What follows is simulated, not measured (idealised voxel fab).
Presented below is a process module, voxel gate over fins.
In the cross-section labelled cut, the width is 295 nm and each square cell is 5 nm.
For the purposes of this document, a cross-section shall be understood as a grid of square cells, specified as bands listed in top-to-bottom order, each band consisting of one or more rows of cells. Band: top and bottom heights (nm) first, top before bottom; then materials from left to right, widths in nm. "full width" marks a sole material filling the band edge to edge. "air" denotes empty space. A quick word on heights: they are counted from 0, and under that level the wafer as it came to us is one material throughout. The lowest band is different from the rest in having no bottom; it simply continues downward, written as in "0 -> down". The notation "30->40" denotes a width that varies across the rows of cells in the band, beginning at the first number in the top row, finishing at the second number in the bottom row, and changing by an identical amount from each row to the next. "remains unaltered" after a step means that no cell of the cross-section changed. In the "Fully sealed voids" entry, you get each enclosed empty space of 8 cells or more, one with no open way to the top, written width x height at distance, distance from the left edge, in nm. Text after the settings on a step's line: the simulator's own remark on that step. The "overlay nm" setting may appear on a step's line; for a step that uses a mask, it gives how far to the right of its planned position the mask lay, and a negative value indicates the left.

# Below is the list of planned process steps
step 1: RECEIVE [material Si]
step 2: CONFORMAL_DEP [material SiN] [thk nm 10]
step 3: MASKED_ETCH [tone cover] [mask id FINS] [width nm 15] [pitch nm 40] [etch materials SiN] [depth nm 10] [overlay nm 0]
step 4: MASKED_ETCH [tone cover] [mask id FINS] [width nm 15] [pitch nm 40] [etch materials Si] [depth nm 35] [overlay nm 0]
step 5: FILL_DEP [material SiO2] [thk nm 15]
step 6: CMP [height nm 10]
step 7: SELECTIVE_ETCH [etch materials SiO2] [depth nm 25]
step 8: STRIP [etch materials SiN]
step 9: CONFORMAL_DEP [material HfO2] [thk nm 5]
step 10: CONFORMAL_DEP [material TiN] [thk nm 5]
step 11: CONFORMAL_DEP [material TiAl] [thk nm 5]
step 12: CONFORMAL_DEP [material TiN] [thk nm 5]
step 13: FILL_DEP [material W] [thk nm 10]
step 14: CMP [height nm 25]
step 15: CONFORMAL_DEP [material SiCN] [thk nm 5]

# First of the two wafers, run per plan

# Cross-sectional view of the wafer in its as-received condition, corresponding to the state after step 1
- 0 -> down: Si full width
- Fully sealed voids: none

# Cross-sectional representation of the wafer at the conclusion of step 2
- 10 -> 0: SiN full width
- Everything under 0 stays put, no change at all.

# Cross-sectional representation of the wafer at the conclusion of step 3
- 10 -> 0: 100 air  15 SiN  25 air  15 SiN  25 air  15 SiN  100 air
- Everything under 0 stays put, no change at all.

# Cross-sectional representation of the wafer at the conclusion of step 4
- 10 -> 0: 100 air  15 SiN  25 air  15 SiN  25 air  15 SiN  100 air
- 0 -> -35: 100 air  15 Si  25 air  15 Si  25 air  15 Si  100 air
- Everything under -35 stays put, no change at all.

# Cross-sectional representation of the wafer at the conclusion of step 5
- 25 -> 10: SiO2 full width
- 10 -> 0: 100 SiO2  15 SiN  25 SiO2  15 SiN  25 SiO2  15 SiN  100 SiO2
- 0 -> -35: 100 SiO2  15 Si  25 SiO2  15 Si  25 SiO2  15 Si  100 SiO2
- Everything under -35 stays put, no change at all.

# Cross-sectional representation of the wafer at the conclusion of step 6
- 10 -> 0: 100 SiO2  15 SiN  25 SiO2  15 SiN  25 SiO2  15 SiN  100 SiO2
- Everything under 0 stays put, no change at all.

# Cross-sectional representation of the wafer at the conclusion of step 7
- 10 -> 0: 100 air  15 SiN  25 air  15 SiN  25 air  15 SiN  100 air
- 0 -> -15: 100 air  15 Si  25 air  15 Si  25 air  15 Si  100 air
- Everything under -15 stays put, no change at all.

# Cross-sectional representation of the wafer at the conclusion of step 8
- 0 -> -15: 100 air  15 Si  25 air  15 Si  25 air  15 Si  100 air
- Everything under -15 stays put, no change at all.

# Cross-sectional representation of the wafer at the conclusion of step 9
- 5 -> 0: 95 air  25 HfO2  15 air  25 HfO2  15 air  25 HfO2  95 air
- 0 -> -10: 95 air  5 HfO2  15 Si  5 HfO2  15 air  5 HfO2  15 Si  5 HfO2  15 air  5 HfO2  15 Si  5 HfO2  95 air
- -10 -> -15: 100 HfO2  15 Si  25 HfO2  15 Si  25 HfO2  15 Si  100 HfO2
- Everything under -15 stays put, no change at all.

# Cross-sectional representation of the wafer at the conclusion of step 10
- 10 -> 5: 90 air  35 TiN  5 air  35 TiN  5 air  35 TiN  90 air
- 5 -> 0: 90 air  5 TiN  25 HfO2  5 TiN  5 air  5 TiN  25 HfO2  5 TiN  5 air  5 TiN  25 HfO2  5 TiN  90 air
- 0 -> -5: 90 air  5 TiN  5 HfO2  15 Si  5 HfO2  5 TiN  5 air  5 TiN  5 HfO2  15 Si  5 HfO2  5 TiN  5 air  5 TiN  5 HfO2  15 Si  5 HfO2  5 TiN  90 air
- -5 -> -10: 95 TiN  5 HfO2  15 Si  5 HfO2  15 TiN  5 HfO2  15 Si  5 HfO2  15 TiN  5 HfO2  15 Si  5 HfO2  95 TiN
- Everything under -10 stays put, no change at all.

# Cross-sectional representation of the wafer at the conclusion of step 11
- 15 -> 10: 85 air  125 TiAl  85 air
- 10 -> 5: 85 air  5 TiAl  35 TiN  5 TiAl  35 TiN  5 TiAl  35 TiN  5 TiAl  85 air
- 5 -> 0: 85 air  5 TiAl  5 TiN  25 HfO2  5 TiN  5 TiAl  5 TiN  25 HfO2  5 TiN  5 TiAl  5 TiN  25 HfO2  5 TiN  5 TiAl  85 air
- 0 -> -5: 90 TiAl  5 TiN  5 HfO2  15 Si  5 HfO2  5 TiN  5 TiAl  5 TiN  5 HfO2  15 Si  5 HfO2  5 TiN  5 TiAl  5 TiN  5 HfO2  15 Si  5 HfO2  5 TiN  90 TiAl
- Everything under -5 stays put, no change at all.

# Cross-sectional representation of the wafer at the conclusion of step 12
- 20 -> 15: 80 air  135 TiN  80 air
- 15 -> 10: 80 air  5 TiN  125 TiAl  5 TiN  80 air
- 10 -> 5: 80 air  5 TiN  5 TiAl  35 TiN  5 TiAl  35 TiN  5 TiAl  35 TiN  5 TiAl  5 TiN  80 air
- 5 -> 0: 85 TiN  5 TiAl  5 TiN  25 HfO2  5 TiN  5 TiAl  5 TiN  25 HfO2  5 TiN  5 TiAl  5 TiN  25 HfO2  5 TiN  5 TiAl  85 TiN
- Everything under 0 stays put, no change at all.

# Cross-sectional representation of the wafer at the conclusion of step 13
- 30 -> 20: W full width
- 20 -> 15: 80 W  135 TiN  80 W
- 15 -> 10: 80 W  5 TiN  125 TiAl  5 TiN  80 W
- 10 -> 5: 80 W  5 TiN  5 TiAl  35 TiN  5 TiAl  35 TiN  5 TiAl  35 TiN  5 TiAl  5 TiN  80 W
- Everything under 5 stays put, no change at all.

# Cross-sectional representation of the wafer at the conclusion of step 14
- 25 -> 20: W full width
- Everything under 20 stays put, no change at all.

# Cross-sectional representation of the wafer at the conclusion of step 15
- 30 -> 25: SiCN full width
- Everything under 25 stays put, no change at all.

# Second of two: same start, same plan, one run error; steps up to and including 10 match the first

# Second wafer at the planned finish of step 11, seen in cross-section
- 25 -> 10: 75 air  145 TiAl  75 air
- 10 -> 5: 90 TiAl  35 TiN  5 TiAl  35 TiN  5 TiAl  35 TiN  90 TiAl
- 5 -> 0: 90 TiAl  5 TiN  25 HfO2  5 TiN  5 TiAl  5 TiN  25 HfO2  5 TiN  5 TiAl  5 TiN  25 HfO2  5 TiN  90 TiAl
- 0 -> -5: 90 TiAl  5 TiN  5 HfO2  15 Si  5 HfO2  5 TiN  5 TiAl  5 TiN  5 HfO2  15 Si  5 HfO2  5 TiN  5 TiAl  5 TiN  5 HfO2  15 Si  5 HfO2  5 TiN  90 TiAl
- Everything under -5 stays put, no change at all.

# Second wafer at the planned finish of step 12, seen in cross-section
- 30 -> 25: 70 air  155 TiN  70 air
- 25 -> 15: 70 air  5 TiN  145 TiAl  5 TiN  70 air
- 15 -> 10: 75 TiN  145 TiAl  75 TiN
- Everything under 10 stays put, no change at all.

# Second wafer at the planned finish of step 13, seen in cross-section
- 40 -> 30: W full width
- 30 -> 25: 70 W  155 TiN  70 W
- 25 -> 15: 70 W  5 TiN  145 TiAl  5 TiN  70 W
- Everything under 15 stays put, no change at all.

# Second wafer at the planned finish of step 14, seen in cross-section
- 25 -> 15: 70 W  5 TiN  145 TiAl  5 TiN  70 W
- Everything under 15 stays put, no change at all.

# Second wafer at the planned finish of step 15, seen in cross-section
- 30 -> 25: SiCN full width
- Everything under 25 stays put, no change at all.
Deviation noted in wafer processing: not per plan at step 11, really ran CONFORMAL_DEP [material TiAl] [thk nm 15]
The second wafer ends with more or fewer cells of some materials than the first, per final count: 130 more of TiAl; 31 fewer of TiN; 99 fewer of W
